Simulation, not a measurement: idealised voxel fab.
Process module name: voxel self aligned contacts
cross-section cut | 260 nm wide | cells 5 nm
If you're reading a cross-section in this doc, picture square cells in a grid; it comes to you as bands, top ones listed first down to the bottom, and a band can be one or more rows of cells.
Top height, bottom height, nm. Materials left to right, width each, nm. Single material + "edge to edge" = fills band edge to edge. "empty" = empty.
Height datum 0, below which the as-received substrate wafer is one material. Lowest band open at the bottom, running downward: "top 0, no bottom".
With a width like "30 to 40", each row of cells in the band differs from the next by the same amount, the top row carrying the first number and the bottom row the second.
Step note "everything unchanged" = no cross-section cell changed.
"Unvented cavities" contains a list of empty spaces, each no smaller than 8 cells and without an open way to the top, written in the form width x height at distance with the distance from the left edge and all three in nm.
Where a step's line continues beyond its settings, the continuation is a remark by the simulator itself on that step.
The "overlay nm" setting may appear on a step's line; for a step that uses a mask, it gives how far to the right of its planned position the mask lay, and a negative value indicates the left.

LIST OF PLANNED PROCESS STEPS
1. RECEIVE, material Si
2. CONFORMAL_DEP, material SiO2, thk nm 5
3. DIRECTIONAL_DEP, material polySi, thk nm 30
4. DIRECTIONAL_DEP, material SiN, thk nm 25
5. MASKED_ETCH, tone cover, mask id GATE, width nm 25, pitch nm 60, etch materials SiN, depth nm 25, overlay nm 0
6. MASKED_ETCH, tone cover, mask id GATE, width nm 25, pitch nm 60, etch materials polySi, depth nm 30, overlay nm 0
7. CONFORMAL_DEP, material SiN, thk nm 10
8. DIRECTIONAL_ETCH, etch materials SiN, depth nm 10
9. FILL_DEP, material SiO2, thk nm 15
10. CMP, height nm 65
11. MASKED_ETCH, tone open, mask id CONTACT, width nm 45, pitch nm 60, etch materials SiO2, depth nm 65, overlay nm 0
12. CONFORMAL_DEP, material TiN, thk nm 5
13. FILL_DEP, material W, thk nm 5
14. CMP, height nm 65
15. CONFORMAL_DEP, material SiCN, thk nm 5

RUN AS PLANNED: FIRST OF TWO WAFERS

THIS IS THE CROSS-SECTION OF THE WAFER AS WE RECEIVED IT, I.E. AFTER STEP 1
* top 0, no bottom = Si edge to edge
* Unvented cavities: none

WAFER XSEC, POST STEP 2
* top 5, bottom 0 = SiO2 edge to edge
* No changes below 0.

WAFER XSEC, POST STEP 3
* top 35, bottom 5 = polySi edge to edge
* No changes below 5.

WAFER XSEC, POST STEP 4
* top 60, bottom 35 = SiN edge to edge
* No changes below 35.

WAFER XSEC, POST STEP 5
* top 60, bottom 35 = empty 55  SiN 25  empty 35  SiN 25  empty 35  SiN 25  empty 60
* No changes below 35.

WAFER XSEC, POST STEP 6
* top 60, bottom 35 = empty 55  SiN 25  empty 35  SiN 25  empty 35  SiN 25  empty 60
* top 35, bottom 5 = empty 55  polySi 25  empty 35  polySi 25  empty 35  polySi 25  empty 60
* No changes below 5.

WAFER XSEC, POST STEP 7
* top 70, bottom 35 = empty 45  SiN 45  empty 15  SiN 45  empty 15  SiN 45  empty 50
* top 35, bottom 15 = empty 45  SiN 10  polySi 25  SiN 10  empty 15  SiN 10  polySi 25  SiN 10  empty 15  SiN 10  polySi 25  SiN 10  empty 50
* top 15, bottom 5 = SiN 55  polySi 25  SiN 35  polySi 25  SiN 35  polySi 25  SiN 60
* No changes below 5.

WAFER XSEC, POST STEP 8
* top 60, bottom 35 = empty 45  SiN 45  empty 15  SiN 45  empty 15  SiN 45  empty 50
* top 35, bottom 5 = empty 45  SiN 10  polySi 25  SiN 10  empty 15  SiN 10  polySi 25  SiN 10  empty 15  SiN 10  polySi 25  SiN 10  empty 50
* No changes below 5.

WAFER XSEC, POST STEP 9
* top 75, bottom 60 = SiO2 edge to edge
* top 60, bottom 35 = SiO2 45  SiN 45  SiO2 15  SiN 45  SiO2 15  SiN 45  SiO2 50
* top 35, bottom 5 = SiO2 45  SiN 10  polySi 25  SiN 10  SiO2 15  SiN 10  polySi 25  SiN 10  SiO2 15  SiN 10  polySi 25  SiN 10  SiO2 50
* No changes below 5.

WAFER XSEC, POST STEP 10
* top 65, bottom 60 = SiO2 edge to edge
* No changes below 60.

WAFER XSEC, POST STEP 11
* top 65, bottom 60 = SiO2 75  empty 45  SiO2 15  empty 45  SiO2 80
* top 60, bottom 35 = SiO2 45  SiN 45  empty 15  SiN 45  empty 15  SiN 45  SiO2 50
* top 35, bottom 5 = SiO2 45  SiN 10  polySi 25  SiN 10  empty 15  SiN 10  polySi 25  SiN 10  empty 15  SiN 10  polySi 25  SiN 10  SiO2 50
* top 5, bottom 0 = SiO2 90  empty 15  SiO2 45  empty 15  SiO2 95
* No changes below 0.

WAFER XSEC, POST STEP 12
* top 70, bottom 65 = TiN 80  empty 35  TiN 25  empty 35  TiN 85
* top 65, bottom 60 = SiO2 75  TiN 20  empty 5  TiN 20  SiO2 15  TiN 20  empty 5  TiN 20  SiO2 80
* top 60, bottom 35 = SiO2 45  SiN 45  TiN 5  empty 5  TiN 5  SiN 45  TiN 5  empty 5  TiN 5  SiN 45  SiO2 50
* top 35, bottom 5 = SiO2 45  SiN 10  polySi 25  SiN 10  TiN 5  empty 5  TiN 5  SiN 10  polySi 25  SiN 10  TiN 5  empty 5  TiN 5  SiN 10  polySi 25  SiN 10  SiO2 50
* top 5, bottom 0 = SiO2 90  TiN 15  SiO2 45  TiN 15  SiO2 95
* No changes below 0.

WAFER XSEC, POST STEP 13
* top 75, bottom 70 = W edge to edge
* top 70, bottom 65 = TiN 80  W 35  TiN 25  W 35  TiN 85
* top 65, bottom 60 = SiO2 75  TiN 20  W 5  TiN 20  SiO2 15  TiN 20  W 5  TiN 20  SiO2 80
* top 60, bottom 35 = SiO2 45  SiN 45  TiN 5  W 5  TiN 5  SiN 45  TiN 5  W 5  TiN 5  SiN 45  SiO2 50
* top 35, bottom 5 = SiO2 45  SiN 10  polySi 25  SiN 10  TiN 5  W 5  TiN 5  SiN 10  polySi 25  SiN 10  TiN 5  W 5  TiN 5  SiN 10  polySi 25  SiN 10  SiO2 50
* No changes below 5.

WAFER XSEC, POST STEP 14
* top 65, bottom 60 = SiO2 75  TiN 20  W 5  TiN 20  SiO2 15  TiN 20  W 5  TiN 20  SiO2 80
* No changes below 60.

WAFER XSEC, POST STEP 15
* top 70, bottom 65 = SiCN edge to edge
* No changes below 65.

OKAY, SECOND WAFER. NOTHING DIFFERENT AT THE START, NOTHING DIFFERENT IN THE PLAN, JUST ONE MISTAKE SOMEWHERE IN THE RUNNING. AS FAR AS STEP 3, COUNTING THAT STEP, IT'S THE FIRST WAFER ALL OVER AGAIN

SECOND WAFER AT THE PLANNED FINISH OF STEP 4, SEEN IN CROSS-SECTION
* top 85, bottom 35 = SiN edge to edge
* No changes below 35.

SECOND WAFER AT THE PLANNED FINISH OF STEP 5, SEEN IN CROSS-SECTION
* top 85, bottom 60 = empty 55  SiN 25  empty 35  SiN 25  empty 35  SiN 25  empty 60
* No changes below 60.

Second wafer at the planned finish of step 6, seen in cross-section: everything unchanged

SECOND WAFER AT THE PLANNED FINISH OF STEP 7, SEEN IN CROSS-SECTION
* top 95, bottom 70 = empty 45  SiN 45  empty 15  SiN 45  empty 15  SiN 45  empty 50
* top 70, bottom 35 = SiN edge to edge
* No changes below 35.

SECOND WAFER AT THE PLANNED FINISH OF STEP 8, SEEN IN CROSS-SECTION
* top 85, bottom 60 = empty 45  SiN 45  empty 15  SiN 45  empty 15  SiN 45  empty 50
* No changes below 60.

SECOND WAFER AT THE PLANNED FINISH OF STEP 9, SEEN IN CROSS-SECTION
* top 100, bottom 85 = SiO2 edge to edge
* top 85, bottom 60 = SiO2 45  SiN 45  SiO2 15  SiN 45  SiO2 15  SiN 45  SiO2 50
* No changes below 60.

SECOND WAFER AT THE PLANNED FINISH OF STEP 10, SEEN IN CROSS-SECTION
* top 65, bottom 60 = SiO2 45  SiN 45  SiO2 15  SiN 45  SiO2 15  SiN 45  SiO2 50
* No changes below 60.

SECOND WAFER AT THE PLANNED FINISH OF STEP 11, SEEN IN CROSS-SECTION
* top 65, bottom 60 = SiO2 45  SiN 45  empty 15  SiN 45  empty 15  SiN 45  SiO2 50
* No changes below 60.

SECOND WAFER AT THE PLANNED FINISH OF STEP 12, SEEN IN CROSS-SECTION
* top 70, bottom 65 = TiN 95  empty 5  TiN 55  empty 5  TiN 100
* top 65, bottom 60 = SiO2 45  SiN 45  TiN 15  SiN 45  TiN 15  SiN 45  SiO2 50
* No changes below 60.

SECOND WAFER AT THE PLANNED FINISH OF STEP 13, SEEN IN CROSS-SECTION
* top 75, bottom 70 = W edge to edge
* top 70, bottom 65 = TiN 95  W 5  TiN 55  W 5  TiN 100
* No changes below 65.

SECOND WAFER AT THE PLANNED FINISH OF STEP 14, SEEN IN CROSS-SECTION
* top 65, bottom 60 = SiO2 45  SiN 45  TiN 15  SiN 45  TiN 15  SiN 45  SiO2 50
* No changes below 60.

SECOND WAFER AT THE PLANNED FINISH OF STEP 15, SEEN IN CROSS-SECTION
* top 70, bottom 65 = SiCN edge to edge
* No changes below 65.
The plan and the run diverged here: twice over, step 4 of the plan was run
Wrapping up, a cell-based count of both wafers puts the second over or under the first for these materials: +80 SiN | -218 SiO2 | -60 TiN | -24 W | +222 polySi
